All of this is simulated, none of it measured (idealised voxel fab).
Process module name: voxel capacitor over wiring
Displayed cross-section: cut, width of 275 nm, square cells sized 5 nm.
Cross-section, as written here: a square-cell grid given band by band from the top down, where a band holds one or more rows of cells. Basically the band line says how high the top is and how high the bottom is, in nm, and then what's in it from left to right, every material with its width in nm. Empty space shows up as "blank", and if a single material carries "everywhere" it runs the full band edge to edge. Basically, 0 is our baseline, since under it the wafer straight out of the box is all one material. The bottom band has no lower end and keeps on going down, so it looks like "0 nm and below". A width such as "30..40" changes by the same amount from each row of cells to the next, from the band's top row to its bottom row. The designation "no modification", where it is given for a processing step, indicates that no cell of the cross-section was altered in the course of that step. "Listed closed voids" specifies each empty space that is not open to the top and that occupies no fewer than 8 cells, using the form width x height at distance, the distance measured from the left edge and all three quantities in nm. Read whatever lies past the settings on a step's line as the simulator's own remark about the step. You can add "overlay nm" to a step's line. For a step with a mask, it describes how far the mask lay to the right of its planned position, and a negative number describes a lay to the left.

This section lists the process steps that were planned:
1. RECEIVE | material Si
2. CONFORMAL_DEP | material SiO2 | thk nm 15
3. DIRECTIONAL_DEP | material TiN | thk nm 5
4. DIRECTIONAL_DEP | material W | thk nm 20
5. MASKED_ETCH | tone cover | mask id METAL_1 | width nm 30 | pitch nm 90 | etch materials W | depth nm 20 | overlay nm 0
6. MASKED_ETCH | tone cover | mask id METAL_1 | width nm 30 | pitch nm 90 | etch materials TiN | depth nm 5 | overlay nm 0
7. CONFORMAL_DEP | material SiN | thk nm 5
8. FILL_DEP | material lowk | thk nm 10
9. CMP | height nm 40
10. CONFORMAL_DEP | material SiCN | thk nm 5
11. DIRECTIONAL_DEP | material lowk | thk nm 15
12. MASKED_ETCH | tone open | mask id PLUG_1 | width nm 15 | etch materials lowk | depth nm 15 | overlay nm 0
13. MASKED_ETCH | tone open | mask id PLUG_1 | width nm 15 | etch materials SiCN | depth nm 5 | overlay nm 0
14. EPI | material Ru | thk nm 10
15. EPI | material Ru | thk nm 10
16. DIRECTIONAL_DEP | material TiN | thk nm 10
17. DIRECTIONAL_DEP | material HfO2 | thk nm 5
18. DIRECTIONAL_DEP | material TiN | thk nm 10
19. MASKED_ETCH | tone cover | mask id UPPER_PLATE | width nm 65 | etch materials TiN | depth nm 10 | overlay nm 0
20. MASKED_ETCH | tone cover | mask id UPPER_PLATE | width nm 65 | etch materials HfO2 | depth nm 5 | overlay nm 0
21. PATTERN | tone cover | mask id LOWER_PLATE | material resist | width nm 75 | thk nm 20 | overlay nm 0
22. DIRECTIONAL_ETCH | etch materials TiN | depth nm 10
23. STRIP | etch materials resist
24. FILL_DEP | material SiO2 | thk nm 15
25. CMP | height nm 95
26. DIRECTIONAL_DEP | material aC | thk nm 10
27. PATTERN | tone open | mask id PLUG_2 | material resist | width nm 15 | thk nm 30 | overlay nm 0
28. DIRECTIONAL_ETCH | etch materials aC | depth nm 10
29. STRIP | etch materials resist
30. DIRECTIONAL_ETCH | etch materials SiO2 | depth nm 10
31. STRIP | etch materials aC
32. CONFORMAL_DEP | material TiN | thk nm 5
33. FILL_DEP | material Ru | thk nm 5
34. CMP | height nm 95
35. CONFORMAL_DEP | material SiN | thk nm 5

The following pertains to the first of two wafers, which was processed as planned:

Delivered wafer in cross-section: state after step 1:
- 0 nm and below = Si everywhere
- Listed closed voids: none

After step 2, in cross-section:
- 15 nm to 0 nm = SiO2 everywhere
- Unchanged below 0.

After step 3, in cross-section:
- 20 nm to 15 nm = TiN everywhere
- Unchanged below 15.

After step 4, in cross-section:
- 40 nm to 20 nm = W everywhere
- Unchanged below 20.

After step 5, in cross-section:
- 40 nm to 20 nm = blank 75  W 30  blank 60  W 30  blank 80
- Unchanged below 20.

After step 6, in cross-section:
- 40 nm to 20 nm = blank 75  W 30  blank 60  W 30  blank 80
- 20 nm to 15 nm = blank 75  TiN 30  blank 60  TiN 30  blank 80
- Unchanged below 15.

After step 7, in cross-section:
- 45 nm to 40 nm = blank 70  SiN 40  blank 50  SiN 40  blank 75
- 40 nm to 20 nm = blank 70  SiN 5  W 30  SiN 5  blank 50  SiN 5  W 30  SiN 5  blank 75
- 20 nm to 15 nm = SiN 75  TiN 30  SiN 60  TiN 30  SiN 80
- Unchanged below 15.

After step 8, in cross-section:
- 55 nm to 45 nm = lowk everywhere
- 45 nm to 40 nm = lowk 70  SiN 40  lowk 50  SiN 40  lowk 75
- 40 nm to 20 nm = lowk 70  SiN 5  W 30  SiN 5  lowk 50  SiN 5  W 30  SiN 5  lowk 75
- Unchanged below 20.

After step 9, in cross-section:
- 40 nm to 20 nm = lowk 70  SiN 5  W 30  SiN 5  lowk 50  SiN 5  W 30  SiN 5  lowk 75
- Unchanged below 20.

After step 10, in cross-section:
- 45 nm to 40 nm = SiCN everywhere
- Unchanged below 40.

After step 11, in cross-section:
- 60 nm to 45 nm = lowk everywhere
- Unchanged below 45.

After step 12, in cross-section:
- 60 nm to 45 nm = lowk 90  blank 15  lowk 170
- Unchanged below 45.

After step 13, in cross-section:
- 60 nm to 45 nm = lowk 90  blank 15  lowk 170
- 45 nm to 40 nm = SiCN 90  blank 15  SiCN 170
- Unchanged below 40.

After step 14, in cross-section:
- 60 nm to 50 nm = lowk 90  blank 15  lowk 170
- 50 nm to 45 nm = lowk 90  Ru 15  lowk 170
- 45 nm to 40 nm = SiCN 90  Ru 15  SiCN 170
- Unchanged below 40.

After step 15, in cross-section:
- 60 nm to 45 nm = lowk 90  Ru 15  lowk 170
- Unchanged below 45.

After step 16, in cross-section:
- 70 nm to 60 nm = TiN everywhere
- Unchanged below 60.

After step 17, in cross-section:
- 75 nm to 70 nm = HfO2 everywhere
- Unchanged below 70.

After step 18, in cross-section:
- 85 nm to 75 nm = TiN everywhere
- Unchanged below 75.

After step 19, in cross-section:
- 85 nm to 75 nm = blank 90  TiN 65  blank 120
- Unchanged below 75.

After step 20, in cross-section:
- 85 nm to 75 nm = blank 90  TiN 65  blank 120
- 75 nm to 70 nm = blank 90  HfO2 65  blank 120
- Unchanged below 70.

After step 21, in cross-section:
- 105 nm to 85 nm = blank 85  resist 75  blank 115
- 85 nm to 75 nm = blank 85  resist 5  TiN 65  resist 5  blank 115
- 75 nm to 70 nm = blank 85  resist 5  HfO2 65  resist 5  blank 115
- Unchanged below 70.

After step 22, in cross-section:
- 105 nm to 85 nm = blank 85  resist 75  blank 115
- 85 nm to 75 nm = blank 85  resist 5  TiN 65  resist 5  blank 115
- 75 nm to 70 nm = blank 85  resist 5  HfO2 65  resist 5  blank 115
- 70 nm to 60 nm = blank 85  TiN 75  blank 115
- Unchanged below 60.

After step 23, in cross-section:
- 85 nm to 75 nm = blank 90  TiN 65  blank 120
- 75 nm to 70 nm = blank 90  HfO2 65  blank 120
- Unchanged below 70.

After step 24, in cross-section:
- 100 nm to 85 nm = SiO2 everywhere
- 85 nm to 75 nm = SiO2 90  TiN 65  SiO2 120
- 75 nm to 70 nm = SiO2 90  HfO2 65  SiO2 120
- 70 nm to 60 nm = SiO2 85  TiN 75  SiO2 115
- Unchanged below 60.

After step 25, in cross-section:
- 95 nm to 85 nm = SiO2 everywhere
- Unchanged below 85.

After step 26, in cross-section:
- 105 nm to 95 nm = aC everywhere
- Unchanged below 95.

After step 27, in cross-section:
- 135 nm to 105 nm = resist 100  blank 15  resist 160
- Unchanged below 105.

After step 28, in cross-section:
- 125 nm to 105 nm = resist 100  blank 15  resist 160
- 105 nm to 95 nm = aC 100  blank 15  aC 160
- Unchanged below 95.

After step 29, in cross-section:
- 105 nm to 95 nm = aC 100  blank 15  aC 160
- Unchanged below 95.

After step 30, in cross-section:
- 105 nm to 95 nm = aC 100  blank 15  aC 160
- 95 nm to 85 nm = SiO2 100  blank 15  SiO2 160
- Unchanged below 85.

After step 31, in cross-section:
- 95 nm to 85 nm = SiO2 100  blank 15  SiO2 160
- Unchanged below 85.

After step 32, in cross-section:
- 100 nm to 95 nm = TiN 105  blank 5  TiN 165
- 95 nm to 90 nm = SiO2 100  TiN 5  blank 5  TiN 5  SiO2 160
- 90 nm to 85 nm = SiO2 100  TiN 15  SiO2 160
- Unchanged below 85.

After step 33, in cross-section:
- 105 nm to 100 nm = Ru everywhere
- 100 nm to 95 nm = TiN 105  Ru 5  TiN 165
- 95 nm to 90 nm = SiO2 100  TiN 5  Ru 5  TiN 5  SiO2 160
- Unchanged below 90.

After step 34, in cross-section:
- 95 nm to 90 nm = SiO2 100  TiN 5  Ru 5  TiN 5  SiO2 160
- Unchanged below 90.

After step 35, in cross-section:
- 100 nm to 95 nm = SiN everywhere
- Unchanged below 95.

Second Wafer (Identical Start and Plan, One Processing Error; Matches First Wafer Through Step 26):

Here is the second wafer in cross-section at the point where step 27 of the plan should have been done:
- 135 nm to 105 nm = resist 105  blank 15  resist 155
- Unchanged below 105.

Here is the second wafer in cross-section at the point where step 28 of the plan should have been done:
- 125 nm to 105 nm = resist 105  blank 15  resist 155
- 105 nm to 95 nm = aC 105  blank 15  aC 155
- Unchanged below 95.

Here is the second wafer in cross-section at the point where step 29 of the plan should have been done:
- 105 nm to 95 nm = aC 105  blank 15  aC 155
- Unchanged below 95.

Here is the second wafer in cross-section at the point where step 30 of the plan should have been done:
- 105 nm to 95 nm = aC 105  blank 15  aC 155
- 95 nm to 85 nm = SiO2 105  blank 15  SiO2 155
- Unchanged below 85.

Here is the second wafer in cross-section at the point where step 31 of the plan should have been done:
- 95 nm to 85 nm = SiO2 105  blank 15  SiO2 155
- Unchanged below 85.

Here is the second wafer in cross-section at the point where step 32 of the plan should have been done:
- 100 nm to 95 nm = TiN 110  blank 5  TiN 160
- 95 nm to 90 nm = SiO2 105  TiN 5  blank 5  TiN 5  SiO2 155
- 90 nm to 85 nm = SiO2 105  TiN 15  SiO2 155
- Unchanged below 85.

Here is the second wafer in cross-section at the point where step 33 of the plan should have been done:
- 105 nm to 100 nm = Ru everywhere
- 100 nm to 95 nm = TiN 110  Ru 5  TiN 160
- 95 nm to 90 nm = SiO2 105  TiN 5  Ru 5  TiN 5  SiO2 155
- Unchanged below 90.

Here is the second wafer in cross-section at the point where step 34 of the plan should have been done:
- 95 nm to 90 nm = SiO2 105  TiN 5  Ru 5  TiN 5  SiO2 155
- Unchanged below 90.

Here is the second wafer in cross-section at the point where step 35 of the plan should have been done:
- 100 nm to 95 nm = SiN everywhere
- Unchanged below 95.
What was done differently from what was planned? step 27 deviated from plan and actually ran as PATTERN | tone open | mask id PLUG_2 | material resist | width nm 15 | thk nm 30 | overlay nm 5
Upon completion, the cell count for each material on the second wafer equals that on the first, whereas the spatial distribution of those cells differs.
